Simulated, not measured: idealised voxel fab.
Name of the process module below: voxel transistor to metal
The cross-section on display is named cut; it measures 210 nm wide, and its cells are 5 nm squares.
Reading order for cross-sections: top band down to bottom band. Underlying form: a grid of square cells. Band size: one or more rows of cells. Per band: top height and bottom height in nm, followed by the left-to-right materials and their widths in nm; "all across" marks a single material spanning edge to edge, "air" marks empty space. Height datum 0, below which the as-received substrate wafer is one material. Lowest band open at the bottom, running downward: "0..down". The two numbers in a width such as "30..40" mark its ends across the band: the first belongs to the top row of cells, the second to the bottom row, and from each row to the next the width moves by the same amount. No cell of the cross-section changed in a step that is given as "remains unaltered". Empty spaces counting at least 8 cells and having no open way to the top are listed in "Catalogued sealed voids". The notation width x height at distance is used for each, the distance being from the left edge and all three values in nm. Read whatever lies past the settings on a step's line as the simulator's own remark about the step. A step's line can hold "overlay nm"; with a mask on that step, the setting says how far right of the planned place the mask lay, while a negative setting says it lay to the left. Guide to the pairs. Each holds a before and an after cross-section around one process step; the after cross-section is cut off at the lowest band that changed. Look under the pair for the step between them and its settings. Pairs can come from different runs of this module on the same starting wafer, so a pair follows on from the one above it only where its entry headed "Before the process" says it does.

Before the process:
  25..15  SiO2 60, TiN 5, Ru 5, TiN 5, SiO2 60, TiN 5, Ru 5, TiN 5, SiO2 60
  15..10  SiO2 60, TiN 15, SiO2 60, TiN 15, SiO2 60
  10..0  W 55..40, TiN 5..20, HfO2 5, pSi 20, SiN 5, polySi 30, SiN 5, pSi 20, HfO2 5, TiN 5..20, W 55..40
  0..-5  W 40, TiN 5, HfO2 20, pSi 20, SiN 5, polySi 30, SiN 5, pSi 20, HfO2 20, TiN 5, W 40
  -5..-10  W 40, TiN 5, HfO2 5, pSi 35, SiO2 40, pSi 35, HfO2 5, TiN 5, W 40
  -10..-20  W 40, TiN 5..10, HfO2 10..5, pSi 30, Si 40, pSi 30, HfO2 10..5, TiN 5..10, W 40
  -20..-25  W 45, TiN 5, HfO2 5, pSi 30, Si 40, pSi 30, HfO2 5, TiN 5, W 45
  -25..-30  W 45, TiN 5, HfO2 5, Si 100, HfO2 5, TiN 5, W 45
  -30..-35  TiN 50, HfO2 5, Si 100, HfO2 5, TiN 50
  -35..-40  HfO2 55, Si 100, HfO2 55
  -40..down  Si all across
  Catalogued sealed voids: none

Result of Step:
  30..25  TiN all across
  Everything under 25 stays put, no change at all.
  Catalogued sealed voids: none
What was done to get from the upper cross-section to the lower one? DIRECTIONAL_DEP: material TiN, thk nm 5

Before the process: This step starts from the configuration shown after the step in the pair immediately above.

Result of Step:
  50..30  Ru all across
  Everything under 30 stays put, no change at all.
  Catalogued sealed voids: none
What was done to get from the upper cross-section to the lower one? DIRECTIONAL_DEP: material Ru, thk nm 20

Before the process: This step starts from the configuration shown after the step in the pair immediately above.

Result of Step:
  65..50  aC all across
  Everything under 50 stays put, no change at all.
  Catalogued sealed voids: none
What was done to get from the upper cross-section to the lower one? DIRECTIONAL_DEP: material aC, thk nm 15

Before the process: This step starts from the configuration shown after the step in the pair immediately above.

Result of Step:
  100..65  air 60, resist 15, air 60, resist 15, air 60
  Everything under 65 stays put, no change at all.
  Catalogued sealed voids: none
What was done to get from the upper cross-section to the lower one? PATTERN: tone cover, mask id METAL_1, material resist, width nm 15, pitch nm 75, thk nm 35, overlay nm 0

Before the process: This step starts from the configuration shown after the step in the pair immediately above.

Result of Step:
  85..65  air 60, resist 15, air 60, resist 15, air 60
  65..50  air 60, aC 15, air 60, aC 15, air 60
  Everything under 50 stays put, no change at all.
  Catalogued sealed voids: none
What was done to get from the upper cross-section to the lower one? DIRECTIONAL_ETCH: etch materials aC, depth nm 15

Before the process: This step starts from the configuration shown after the step in the pair immediately above.

Result of Step:
  65..50  air 60, aC 15, air 60, aC 15, air 60
  Everything under 50 stays put, no change at all.
  Catalogued sealed voids: none
What was done to get from the upper cross-section to the lower one? STRIP: etch materials resist

Before the process: This step starts from the configuration shown after the step in the pair immediately above.

Result of Step:
  65..50  air 60, aC 15, air 60, aC 15, air 60
  50..30  air 60, Ru 15, air 60, Ru 15, air 60
  Everything under 30 stays put, no change at all.
  Catalogued sealed voids: none
What was done to get from the upper cross-section to the lower one? DIRECTIONAL_ETCH: etch materials Ru, depth nm 20

Before the process: This step starts from the configuration shown after the step in the pair immediately above.

Result of Step:
  65..50  air 60, aC 15, air 60, aC 15, air 60
  50..30  air 60, Ru 15, air 60, Ru 15, air 60
  30..25  air 60, TiN 15, air 60, TiN 15, air 60
  Everything under 25 stays put, no change at all.
  Catalogued sealed voids: none
What was done to get from the upper cross-section to the lower one? DIRECTIONAL_ETCH: etch materials TiN, depth nm 5

Before the process: This step starts from the configuration shown after the step in the pair immediately above.

Result of Step:
  50..30  air 60, Ru 15, air 60, Ru 15, air 60
  Everything under 30 stays put, no change at all.
  Catalogued sealed voids: none
What was done to get from the upper cross-section to the lower one? STRIP: etch materials aC

Before the process: This step starts from the configuration shown after the step in the pair immediately above.

Result of Step:
  55..50  lowk all across
  50..30  lowk 60, Ru 15, lowk 60, Ru 15, lowk 60
  30..25  lowk 60, TiN 15, lowk 60, TiN 15, lowk 60
  Everything under 25 stays put, no change at all.
  Catalogued sealed voids: none
What was done to get from the upper cross-section to the lower one? FILL_DEP: material lowk, thk nm 5

Before the process: This step starts from the configuration shown after the step in the pair immediately above.

Result of Step:
  50..30  lowk 60, Ru 15, lowk 60, Ru 15, lowk 60
  Everything under 30 stays put, no change at all.
  Catalogued sealed voids: none
What was done to get from the upper cross-section to the lower one? CMP: height nm 50

Before the process: This step starts from the configuration shown after the step in the pair immediately above.

Result of Step:
  55..50  SiN all across
  Everything under 50 stays put, no change at all.
  Catalogued sealed voids: none
What was done to get from the upper cross-section to the lower one? CONFORMAL_DEP: material SiN, thk nm 5

Before the process:
  65..50  aC all across
  50..30  Ru all across
  30..25  TiN all across
  25..15  SiO2 60, TiN 5, Ru 5, TiN 5, SiO2 60, TiN 5, Ru 5, TiN 5, SiO2 60
  15..10  SiO2 60, TiN 15, SiO2 60, TiN 15, SiO2 60
  10..0  SiO2 60, TiN 5, pSi 20, SiN 5, HfO2 5, TiN 5, W 10, TiN 5, HfO2 5, SiN 5, pSi 20, TiN 5, SiO2 60
  0..-5  SiO2 45, SiN 5, SiO2 10, TiN 5, pSi 20, SiN 5, HfO2 5, TiN 20, HfO2 5, SiN 5, pSi 20, TiN 5, SiO2 10, SiN 5, SiO2 45
  -5..-10  SiO2 50, pSi 35, HfO2 40, pSi 35, SiO2 50
  -10..-25  SiO2 55, pSi 30, Si 40, pSi 30, SiO2 55
  -25..-40  SiO2 55, Si 100, SiO2 55
  -40..down  Si all across
  Catalogued sealed voids: none

Result of Step:
  100..65  resist 60, air 15, resist 60, air 15, resist 60
  Everything under 65 stays put, no change at all.
  Catalogued sealed voids: none
What was done to get from the upper cross-section to the lower one? PATTERN: tone open, mask id METAL_1, material resist, width nm 15, pitch nm 75, thk nm 35, overlay nm 0

Before the process: This step starts from the configuration shown after the step in the pair immediately above.

Result of Step:
  85..65  resist 60, air 15, resist 60, air 15, resist 60
  65..50  aC 60, air 15, aC 60, air 15, aC 60
  Everything under 50 stays put, no change at all.
  Catalogued sealed voids: none
What was done to get from the upper cross-section to the lower one? DIRECTIONAL_ETCH: etch materials aC, depth nm 15

Before the process: This step starts from the configuration shown after the step in the pair immediately above.

Result of Step:
  65..50  aC 60, air 15, aC 60, air 15, aC 60
  Everything under 50 stays put, no change at all.
  Catalogued sealed voids: none
What was done to get from the upper cross-section to the lower one? STRIP: etch materials resist

Before the process: This step starts from the configuration shown after the step in the pair immediately above.

Result of Step:
  65..50  aC 60, air 15, aC 60, air 15, aC 60
  50..30  Ru 60, air 15, Ru 60, air 15, Ru 60
  Everything under 30 stays put, no change at all.
  Catalogued sealed voids: none
What was done to get from the upper cross-section to the lower one? DIRECTIONAL_ETCH: etch materials Ru, depth nm 20

Before the process: This step starts from the configuration shown after the step in the pair immediately above.

Result of Step:
  65..50  aC 60, air 15, aC 60, air 15, aC 60
  50..30  Ru 60, air 15, Ru 60, air 15, Ru 60
  30..25  TiN 60, air 15, TiN 60, air 15, TiN 60
  Everything under 25 stays put, no change at all.
  Catalogued sealed voids: none
What was done to get from the upper cross-section to the lower one? DIRECTIONAL_ETCH: etch materials TiN, depth nm 5

Before the process: This step starts from the configuration shown after the step in the pair immediately above.

Result of Step:
  50..30  Ru 60, air 15, Ru 60, air 15, Ru 60
  Everything under 30 stays put, no change at all.
  Catalogued sealed voids: none
What was done to get from the upper cross-section to the lower one? STRIP: etch materials aC

Before the process: This step starts from the configuration shown after the step in the pair immediately above.

Result of Step:
  55..50  lowk all across
  50..30  Ru 60, lowk 15, Ru 60, lowk 15, Ru 60
  30..25  TiN 60, lowk 15, TiN 60, lowk 15, TiN 60
  Everything under 25 stays put, no change at all.
  Catalogued sealed voids: none
What was done to get from the upper cross-section to the lower one? FILL_DEP: material lowk, thk nm 5

Before the process: This step starts from the configuration shown after the step in the pair immediately above.

Result of Step:
  50..30  Ru 60, lowk 15, Ru 60, lowk 15, Ru 60
  Everything under 30 stays put, no change at all.
  Catalogued sealed voids: none
What was done to get from the upper cross-section to the lower one? CMP: height nm 50

Before the process: This step starts from the configuration shown after the step in the pair immediately above.

Result of Step:
  55..50  SiN all across
  Everything under 50 stays put, no change at all.
  Catalogued sealed voids: none
What was done to get from the upper cross-section to the lower one? CONFORMAL_DEP: material SiN, thk nm 5
